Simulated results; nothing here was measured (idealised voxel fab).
Documented hereafter: the process module known as voxel released beams.
The width of the displayed cross-section, cut, is 250 nm; its cells are square, with a size of 5 nm.
A cross-section in this document is a grid of square cells, and it is written down as bands, the top band listed before the ones below it; a band is made up of one or more rows of cells. Quick guide to a band line: top height, bottom height (nm) up front; then every material left to right with its width in nm. Only one material and it's marked "throughout"? Then it fills the band edge to edge. And "empty" just means empty space. All heights in this document are referenced to 0, defined as the level beneath which the wafer, as received, consists entirely of one material. The lowest band is not bounded below; it extends indefinitely downward and is written in the form "from 0 down". A width such as "30 to 40" changes by the same amount from each row of cells to the next, from the band's top row to its bottom row. Where the words "no change" appear for a step, the cross-section shows no cell changed by that step; every cell remained as before. "Enclosed empty spaces": sealed empty spaces, 8 cells or more, no open way to top, listed width x height at distance, with distance from the left edge and width, height and distance in nm. Formally, on a step line, whatever follows the settings is a remark that the simulator itself makes on the step. For masked steps, "overlay nm" on the step line gives how far right of plan the mask actually lay; a minus sign means it lay to the left.

-- Below is the list of planned process steps
1: RECEIVE (material Si)
2: CONFORMAL_DEP (material Al2O3; thk nm 10)
3: DIRECTIONAL_DEP (material SiO2; thk nm 20)
4: DIRECTIONAL_DEP (material aC; thk nm 15)
5: PATTERN (tone open; mask id ANCHOR; material resist; width nm 30; thk nm 35; overlay nm 0)
6: DIRECTIONAL_ETCH (etch materials aC; depth nm 15)
7: STRIP (etch materials resist)
8: DIRECTIONAL_ETCH (etch materials SiO2; depth nm 20)
9: STRIP (etch materials aC)
10: CONFORMAL_DEP (material W; thk nm 10)
11: DIRECTIONAL_DEP (material aC; thk nm 10)
12: PATTERN (tone cover; mask id BEAM; material resist; width nm 90; thk nm 25; overlay nm 0)
13: DIRECTIONAL_ETCH (etch materials aC; depth nm 10)
14: STRIP (etch materials resist)
15: DIRECTIONAL_ETCH (etch materials W; depth nm 10)
16: STRIP (etch materials aC)
17: STRIP (etch materials SiO2)

-- On the first of the two wafers: run conducted according to plan

-- Cross-sectional view of the wafer in its as-received condition, corresponding to the state after step 1
	from 0 down = Si throughout
	Enclosed empty spaces: none

-- Cross-section of the wafer subsequent to step 2
	from 10 to 0 = Al2O3 throughout
	Below 0, no change.

-- Cross-section of the wafer subsequent to step 3
	from 30 to 10 = SiO2 throughout
	Below 10, no change.

-- Cross-section of the wafer subsequent to step 4
	from 45 to 30 = aC throughout
	Below 30, no change.

-- Cross-section of the wafer subsequent to step 5
	from 80 to 45 = resist=80, empty=30, resist=140
	Below 45, no change.

-- Cross-section of the wafer subsequent to step 6
	from 65 to 45 = resist=80, empty=30, resist=140
	from 45 to 30 = aC=80, empty=30, aC=140
	Below 30, no change.

-- Cross-section of the wafer subsequent to step 7
	from 45 to 30 = aC=80, empty=30, aC=140
	Below 30, no change.

-- Cross-section of the wafer subsequent to step 8
	from 45 to 30 = aC=80, empty=30, aC=140
	from 30 to 10 = SiO2=80, empty=30, SiO2=140
	Below 10, no change.

-- Cross-section of the wafer subsequent to step 9
	from 30 to 10 = SiO2=80, empty=30, SiO2=140
	Below 10, no change.

-- Cross-section of the wafer subsequent to step 10
	from 40 to 30 = W=90, empty=10, W=150
	from 30 to 20 = SiO2=80, W=10, empty=10, W=10, SiO2=140
	from 20 to 10 = SiO2=80, W=30, SiO2=140
	Below 10, no change.

-- Cross-section of the wafer subsequent to step 11
	from 50 to 40 = aC=90, empty=10, aC=150
	from 40 to 30 = W=90, empty=10, W=150
	from 30 to 20 = SiO2=80, W=10, aC=10, W=10, SiO2=140
	Below 20, no change.

-- Cross-section of the wafer subsequent to step 12
	from 75 to 50 = empty=75, resist=90, empty=85
	from 50 to 40 = aC=90, resist=10, aC=150
	from 40 to 30 = W=90, resist=10, W=150
	Below 30, no change.

-- Cross-section of the wafer subsequent to step 13
	from 65 to 50 = empty=75, resist=90, empty=85
	from 50 to 40 = empty=75, aC=15, resist=10, aC=65, empty=85
	Below 40, no change.

-- Cross-section of the wafer subsequent to step 14
	from 50 to 40 = empty=75, aC=15, empty=10, aC=65, empty=85
	from 40 to 30 = W=90, empty=10, W=150
	Below 30, no change.

-- Cross-section of the wafer subsequent to step 15
	from 50 to 40 = empty=75, aC=15, empty=10, aC=65, empty=85
	from 40 to 30 = empty=75, W=15, empty=10, W=65, empty=85
	Below 30, no change.

-- Cross-section of the wafer subsequent to step 16
	from 40 to 30 = empty=75, W=15, empty=10, W=65, empty=85
	from 30 to 20 = SiO2=80, W=10, empty=10, W=10, SiO2=140
	Below 20, no change.

-- Cross-section of the wafer subsequent to step 17
	from 40 to 30 = empty=75, W=15, empty=10, W=65, empty=85
	from 30 to 20 = empty=80, W=10, empty=10, W=10, empty=140
	from 20 to 10 = empty=80, W=30, empty=140
	Below 10, no change.

-- The second wafer began exactly as the first did and followed the same plan, but one mistake was made while running it; through step 11 inclusive, the two wafers are identical

-- Cross-sectional view of the second wafer at the intended end time of process step 12
	from 75 to 50 = empty=70, resist=90, empty=90
	from 50 to 40 = aC=90, resist=10, aC=150
	from 40 to 30 = W=90, resist=10, W=150
	Below 30, no change.

-- Cross-sectional view of the second wafer at the intended end time of process step 13
	from 65 to 50 = empty=70, resist=90, empty=90
	from 50 to 40 = empty=70, aC=20, resist=10, aC=60, empty=90
	Below 40, no change.

-- Cross-sectional view of the second wafer at the intended end time of process step 14
	from 50 to 40 = empty=70, aC=20, empty=10, aC=60, empty=90
	from 40 to 30 = W=90, empty=10, W=150
	Below 30, no change.

-- Cross-sectional view of the second wafer at the intended end time of process step 15
	from 50 to 40 = empty=70, aC=20, empty=10, aC=60, empty=90
	from 40 to 30 = empty=70, W=20, empty=10, W=60, empty=90
	Below 30, no change.

-- Cross-sectional view of the second wafer at the intended end time of process step 16
	from 40 to 30 = empty=70, W=20, empty=10, W=60, empty=90
	from 30 to 20 = SiO2=80, W=10, empty=10, W=10, SiO2=140
	Below 20, no change.

-- Cross-sectional view of the second wafer at the intended end time of process step 17
	from 40 to 30 = empty=70, W=20, empty=10, W=60, empty=90
	from 30 to 20 = empty=80, W=10, empty=10, W=10, empty=140
	from 20 to 10 = empty=80, W=30, empty=140
	Below 10, no change.
Finding, execution versus plan: step 12 did not use the planned setting and instead ran as PATTERN (tone cover; mask id BEAM; material resist; width nm 90; thk nm 25; overlay nm -5)
At the end, the second wafer has the same number of cells of each material as the first, but those cells sit in other places.
